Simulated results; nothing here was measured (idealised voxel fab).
voxel transistor to metal: a process module
The cross-section on display is named cut; it measures 185 nm wide, and its cells are 5 nm squares.
A cross-section is a grid of square cells, given in bands from the top down. A band is one or more rows of cells.
Heights first: top, then bottom, in nm. Then materials, left to right, each with a width in nm. "all across" on a single material: fills the band edge to edge. "empty": empty space.
Heights are measured from 0, the level below which the as-received wafer is all one material; the lowest band has no bottom and continues downward, written as in "top 0, no bottom".
The width entry "30 to 40" should be interpreted row by row: the top row of cells in the band takes the first number, the bottom row takes the second number, and the change between adjacent rows is uniform throughout.
Any step labelled "no modifications" changed none of the cells in the cross-section.
Empty spaces counting at least 8 cells and having no open way to the top are listed in "Internal closed voids". The notation width x height at distance is used for each, the distance being from the left edge and all three values in nm.
What comes after the settings on a step's line is commentary from the simulator itself on that step.
Each step line may optionally specify "overlay nm", which for a step with a mask gives the rightward distance between the mask's planned place and where it lay, a negative value indicating the leftward direction.

Steps planned for the process
1) op RECEIVE | material Si
2) op CONFORMAL_DEP | material SiO2 | thk nm 5
3) op CONFORMAL_DEP | material SiN | thk nm 10
4) op MASKED_ETCH | tone cover | mask id ACTIVE | width nm 110 | etch materials SiN | depth nm 10 | overlay nm 0
5) op MASKED_ETCH | tone cover | mask id ACTIVE | width nm 110 | etch materials SiO2 | depth nm 5 | overlay nm 0
6) op MASKED_ETCH | tone cover | mask id ACTIVE | width nm 110 | etch materials Si | depth nm 35 | overlay nm 0
7) op OXIDIZE | depth nm 5
8) op FILL_DEP | material SiO2 | thk nm 10
9) op CMP | height nm 15
10) op SELECTIVE_ETCH | etch materials SiO2 | depth nm 10
11) op STRIP | etch materials SiN
12) op SELECTIVE_ETCH | etch materials SiO2 | depth nm 5
13) op OXIDIZE | depth nm 5
14) op DIRECTIONAL_DEP | material polySi | thk nm 30
15) op DIRECTIONAL_DEP | material SiCN | thk nm 10
16) op MASKED_ETCH | tone cover | mask id GATE | width nm 30 | etch materials SiCN | depth nm 20 | overlay nm 0
17) op MASKED_ETCH | tone cover | mask id GATE | width nm 30 | etch materials polySi | depth nm 40 | overlay nm 0
18) op CONFORMAL_DEP | material SiN | thk nm 10
19) op DIRECTIONAL_ETCH | etch materials SiN | depth nm 10
20) op DIRECTIONAL_ETCH | etch materials SiO2 | depth nm 5
21) op DIRECTIONAL_ETCH | etch materials Si | depth nm 10
22) op EPI | material pSi | thk nm 10
23) op FILL_DEP | material SiO2 | thk nm 5
24) op CMP | height nm 30
25) op STRIP | etch materials polySi
26) op SELECTIVE_ETCH | etch materials SiO2 | depth nm 5
27) op CONFORMAL_DEP | material HfO2 | thk nm 5
28) op CONFORMAL_DEP | material TiN | thk nm 5
29) op FILL_DEP | material W | thk nm 5
30) op CMP | height nm 25
31) op DIRECTIONAL_DEP | material SiO2 | thk nm 10
32) op MASKED_ETCH | tone open | mask id CONTACT | width nm 20 | pitch nm 80 | etch materials SiO2 | depth nm 40 | overlay nm 0
33) op CONFORMAL_DEP | material TiN | thk nm 5
34) op FILL_DEP | material Ru | thk nm 5
35) op CMP | height nm 35
36) op DIRECTIONAL_DEP | material TiN | thk nm 5
37) op DIRECTIONAL_DEP | material Ru | thk nm 15
38) op PATTERN | tone cover | mask id METAL_1 | material resist | width nm 20 | pitch nm 80 | thk nm 15 | overlay nm 0
39) op DIRECTIONAL_ETCH | etch materials Ru | depth nm 15
40) op DIRECTIONAL_ETCH | etch materials TiN | depth nm 5
41) op STRIP | etch materials resist
42) op CONFORMAL_DEP | material SiCN | thk nm 5
43) op FILL_DEP | material lowk | thk nm 10
44) op CMP | height nm 55
45) op CONFORMAL_DEP | material SiCN | thk nm 5
46) op DIRECTIONAL_DEP | material SiO2 | thk nm 25
47) op DIRECTIONAL_DEP | material aC | thk nm 15
48) op PATTERN | tone open | mask id METAL_2_HOLES | material resist | width nm 15 | pitch nm 80 | thk nm 30 | overlay nm 0
49) op DIRECTIONAL_ETCH | etch materials aC | depth nm 15
50) op STRIP | etch materials resist
51) op DIRECTIONAL_ETCH | etch materials SiO2 | depth nm 25
52) op STRIP | etch materials aC
53) op DIRECTIONAL_DEP | material aC | thk nm 10
54) op PATTERN | tone open | mask id METAL_2 | material resist | width nm 20 | pitch nm 80 | thk nm 30 | overlay nm 0
55) op DIRECTIONAL_ETCH | etch materials aC | depth nm 10
56) op STRIP | etch materials resist
57) op DIRECTIONAL_ETCH | etch materials SiO2 | depth nm 15
58) op DIRECTIONAL_ETCH | etch materials SiCN | depth nm 5
59) op STRIP | etch materials aC
60) op CONFORMAL_DEP | material TiN | thk nm 5
61) op FILL_DEP | material Cu | thk nm 5
62) op CMP | height nm 85
63) op CONFORMAL_DEP | material SiN | thk nm 5

Delivered wafer in cross-section: state after step 1
    top 0, no bottom: Si all across
    Internal closed voids: none

End-of-module XS, first of two wafers, run as planned
    top 90, bottom 85: SiN all across
    top 85, bottom 75: SiO2 40 nm | TiN 5 nm | Cu 10 nm | TiN 5 nm | SiO2 60 nm | TiN 5 nm | Cu 10 nm | TiN 5 nm | SiO2 45 nm
    top 75, bottom 70: SiO2 40 nm | TiN 5 nm | Cu 5 nm | TiN 10 nm | SiO2 60 nm | TiN 5 nm | Cu 5 nm | TiN 10 nm | SiO2 45 nm
    top 70, bottom 60: SiO2 40 nm | TiN 5 nm | Cu 5 nm | TiN 5 nm | SiO2 65 nm | TiN 5 nm | Cu 5 nm | TiN 5 nm | SiO2 50 nm
    top 60, bottom 55: SiCN 40 nm | TiN 15 nm | SiCN 65 nm | TiN 15 nm | SiCN 50 nm
    top 55, bottom 40: lowk 35 nm | SiCN 5 nm | Ru 20 nm | SiCN 5 nm | lowk 50 nm | SiCN 5 nm | Ru 20 nm | SiCN 5 nm | lowk 40 nm
    top 40, bottom 35: SiCN 40 nm | TiN 20 nm | SiCN 60 nm | TiN 20 nm | SiCN 45 nm
    top 35, bottom 25: SiO2 40 nm | TiN 5 nm | Ru 10 nm | TiN 5 nm | SiO2 60 nm | TiN 5 nm | Ru 10 nm | TiN 5 nm | SiO2 45 nm
    top 25, bottom 10: SiO2 40 nm | TiN 5 nm | Ru 10 nm | TiN 5 nm | SiO2 5 nm | SiN 10 nm | HfO2 5 nm | TiN 5 nm | W 10 nm | TiN 5 nm | HfO2 5 nm | SiN 10 nm | SiO2 5 nm | TiN 5 nm | Ru 10 nm | TiN 5 nm | SiO2 45 nm
    top 10, bottom 5: SiO2 40 nm | TiN 5 nm | Ru 5 nm | TiN 10 nm | SiO2 5 nm | SiN 10 nm | HfO2 5 nm | TiN 5 nm | W 10 nm | TiN 5 nm | HfO2 5 nm | SiN 10 nm | SiO2 5 nm | TiN 10 nm | Ru 5 nm | TiN 5 nm | SiO2 45 nm
    top 5, bottom 0: SiO2 40 nm | TiN 5 nm | Ru 5 nm | TiN 5 nm | pSi 10 nm | SiN 10 nm | HfO2 5 nm | TiN 20 nm | HfO2 5 nm | SiN 10 nm | pSi 10 nm | TiN 5 nm | Ru 5 nm | TiN 5 nm | SiO2 45 nm
    top 0, bottom -5: SiO2 40 nm | TiN 15 nm | pSi 10 nm | SiO2 5 nm | HfO2 40 nm | SiO2 5 nm | pSi 10 nm | TiN 15 nm | SiO2 45 nm
    top -5, bottom -15: SiO2 40 nm | pSi 25 nm | Si 50 nm | pSi 25 nm | SiO2 45 nm
    top -15, bottom -40: SiO2 40 nm | Si 100 nm | SiO2 45 nm
    top -40, no bottom: Si all across
    Internal closed voids: none

Wafer two cross-section, module end. Start and plan unchanged from wafer one; one mistake made during the run
    top 90, bottom 85: SiN all across
    top 85, bottom 75: SiO2 40 nm | TiN 5 nm | Cu 10 nm | TiN 5 nm | SiO2 60 nm | TiN 5 nm | Cu 10 nm | TiN 5 nm | SiO2 45 nm
    top 75, bottom 70: SiO2 40 nm | TiN 5 nm | Cu 5 nm | TiN 10 nm | SiO2 60 nm | TiN 5 nm | Cu 5 nm | TiN 10 nm | SiO2 45 nm
    top 70, bottom 60: SiO2 40 nm | TiN 5 nm | Cu 5 nm | TiN 5 nm | SiO2 65 nm | TiN 5 nm | Cu 5 nm | TiN 5 nm | SiO2 50 nm
    top 60, bottom 55: SiCN 40 nm | TiN 15 nm | SiCN 65 nm | TiN 15 nm | SiCN 50 nm
    top 55, bottom 40: lowk 35 nm | SiCN 5 nm | Ru 20 nm | SiCN 5 nm | lowk 50 nm | SiCN 5 nm | Ru 20 nm | SiCN 5 nm | lowk 40 nm
    top 40, bottom 35: SiCN 40 nm | TiN 20 nm | SiCN 60 nm | TiN 20 nm | SiCN 45 nm
    top 35, bottom 25: SiO2 50 nm | TiN 5 nm | Ru 10 to 5 nm | TiN 5 to 10 nm | SiO2 60 nm | TiN 5 nm | Ru 10 nm | TiN 5 nm | SiO2 35 nm
    top 25, bottom 10: SiO2 50 nm | TiN 5 nm | Ru 5 nm | TiN 5 nm | SiN 10 nm | HfO2 5 nm | TiN 5 nm | W 10 nm | TiN 5 nm | HfO2 5 nm | SiN 10 nm | SiO2 15 nm | TiN 5 nm | Ru 10 nm | TiN 5 nm | SiO2 35 nm
    top 10, bottom 5: SiO2 50 nm | TiN 15 nm | SiN 10 nm | HfO2 5 nm | TiN 5 nm | W 10 nm | TiN 5 nm | HfO2 5 nm | SiN 10 nm | SiO2 15 nm | TiN 5 nm | Ru 10 nm | TiN 5 nm | SiO2 35 nm
    top 5, bottom 0: SiO2 50 nm | TiN 5 nm | pSi 10 nm | SiN 10 nm | HfO2 5 nm | TiN 20 nm | HfO2 5 nm | SiN 10 nm | pSi 10 nm | SiO2 5 nm | TiN 5 nm | Ru 10 nm | TiN 5 nm | SiO2 35 nm
    top 0, bottom -5: SiO2 50 nm | TiN 5 nm | pSi 10 nm | SiO2 5 nm | HfO2 40 nm | SiO2 5 nm | pSi 10 nm | SiO2 5 nm | TiN 20 nm | SiO2 35 nm
    top -5, bottom -15: SiO2 40 nm | pSi 25 nm | Si 50 nm | pSi 25 nm | SiO2 45 nm
    top -15, bottom -40: SiO2 40 nm | Si 100 nm | SiO2 45 nm
    top -40, no bottom: Si all across
    Internal closed voids: none
what went wrong: step 32 did not use the planned setting and instead ran as op MASKED_ETCH | tone open | mask id CONTACT | width nm 20 | pitch nm 80 | etch materials SiO2 | depth nm 40 | overlay nm 10
Bottom line after processing is that, in cells, the second wafer is up or down on some materials versus the first: -4 Ru, +6 SiO2, -2 TiN
